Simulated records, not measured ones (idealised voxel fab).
Name of the process module below: voxel wiring stack
Cross-section cut spans 265 nm and uses square cells 5 nm in size.
Bands, listed from the top down, are how a cross-section gets written in this document; the cross-section itself is a grid of square cells, and a band is one or more rows of them. Each band's line starts with the height of the band's top and of its bottom, in nm. Then come its materials from left to right, each with its width in nm. One material with "edge to edge" fills the band from edge to edge. "empty" is empty space. Heights are measured from 0, the level below which the as-received wafer is all one material; the lowest band has no bottom and continues downward, written as in "0 down". Top row gets the first number, bottom row gets the second, and each row in between changes by the same step: that is how a band width like "30->40" works. A step reported as "everything unchanged" is a step in which no cell of the cross-section changed. Look at "Enclosed cavity list" for the closed voids: empty spaces with no open path to the top, sized 8 cells or up. Each is width x height at distance, distance from the left edge, all nm. Anything after a step's settings on that line? It's the simulator's own note about the step. What "overlay nm" on a step's line means: if the step has a mask, that mask lay this far to the right of its planned place, or, when the value is negative, to the left.
List of planned process steps
step 1: op RECEIVE | material Si
step 2: op CONFORMAL_DEP | material SiO2 | thk nm 10
step 3: op CONFORMAL_DEP | material SiN | thk nm 5
step 4: op DIRECTIONAL_DEP | material lowk | thk nm 15
step 5: op PATTERN | tone open | mask id METAL_1 | material resist | width nm 30 | pitch nm 60 | thk nm 20 | overlay nm 0
step 6: op DIRECTIONAL_ETCH | etch materials lowk | depth nm 15
step 7: op DIRECTIONAL_ETCH | etch materials SiN | depth nm 5
step 8: op STRIP | etch materials resist
step 9: op CONFORMAL_DEP | material TiN | thk nm 5
step 10: op FILL_DEP | material Cu | thk nm 10
step 11: op CMP | height nm 30
step 12: op CONFORMAL_DEP | material SiCN | thk nm 5
step 13: op DIRECTIONAL_DEP | material lowk | thk nm 25
step 14: op DIRECTIONAL_DEP | material aC | thk nm 10
step 15: op PATTERN | tone open | mask id METAL_2 | material resist | width nm 30 | pitch nm 60 | thk nm 30 | overlay nm 0
step 16: op DIRECTIONAL_ETCH | etch materials aC | depth nm 10
step 17: op STRIP | etch materials resist
step 18: op DIRECTIONAL_ETCH | etch materials lowk | depth nm 15
step 19: op STRIP | etch materials aC
step 20: op DIRECTIONAL_DEP | material aC | thk nm 10
step 21: op PATTERN | tone open | mask id METAL_2_HOLES | material resist | width nm 15 | thk nm 30 | overlay nm 0
step 22: op DIRECTIONAL_ETCH | etch materials aC | depth nm 10
step 23: op STRIP | etch materials resist
step 24: op DIRECTIONAL_ETCH | etch materials lowk | depth nm 10
step 25: op DIRECTIONAL_ETCH | etch materials SiCN | depth nm 5
step 26: op STRIP | etch materials aC
step 27: op CONFORMAL_DEP | material TiN | thk nm 5
step 28: op FILL_DEP | material Cu | thk nm 5
step 29: op CMP | height nm 60
step 30: op CONFORMAL_DEP | material SiN | thk nm 5
As received (post step 1): cross-section
* 0 down: Si edge to edge
* Enclosed cavity list: none
Run as planned - first of the two wafers cross-sectioned at the end of the module
* 65 to 60: SiN edge to edge
* 60 to 50: lowk (85) / TiN (5) / Cu (20) / TiN (5) / lowk (30) / TiN (5) / Cu (20) / TiN (5) / lowk (90)
* 50 to 45: lowk (85) / TiN (5) / Cu (5) / TiN (20) / lowk (30) / TiN (30) / lowk (90)
* 45 to 35: lowk (85) / TiN (5) / Cu (5) / TiN (5) / lowk (165)
* 35 to 30: SiCN (85) / TiN (15) / SiCN (165)
* 30 to 15: lowk (85) / TiN (5) / Cu (20) / TiN (5) / lowk (30) / TiN (5) / Cu (20) / TiN (5) / lowk (90)
* 15 to 10: SiN (85) / TiN (30) / SiN (30) / TiN (30) / SiN (90)
* 10 to 0: SiO2 edge to edge
* 0 down: Si edge to edge
* Enclosed cavity list: none
End of module, second wafer, cross-section. Started like the first, planned like the first, run with one mistake
* 75 to 60: SiN edge to edge
* 60 to 50: lowk (85) / TiN (5) / Cu (20) / TiN (5) / lowk (30) / TiN (5) / Cu (20) / TiN (5) / lowk (90)
* 50 to 45: lowk (85) / TiN (5) / Cu (5) / TiN (20) / lowk (30) / TiN (30) / lowk (90)
* 45 to 35: lowk (85) / TiN (5) / Cu (5) / TiN (5) / lowk (165)
* 35 to 30: SiCN (85) / TiN (15) / SiCN (165)
* 30 to 15: lowk (85) / TiN (5) / Cu (20) / TiN (5) / lowk (30) / TiN (5) / Cu (20) / TiN (5) / lowk (90)
* 15 to 10: SiN (85) / TiN (30) / SiN (30) / TiN (30) / SiN (90)
* 10 to 0: SiO2 edge to edge
* 0 down: Si edge to edge
* Enclosed cavity list: none
Run error: step 30 off recipe, ran as op CONFORMAL_DEP | material SiN | thk nm 15
Counted in cells at the end, the second wafer holds more or fewer of these materials than the first: SiN +106
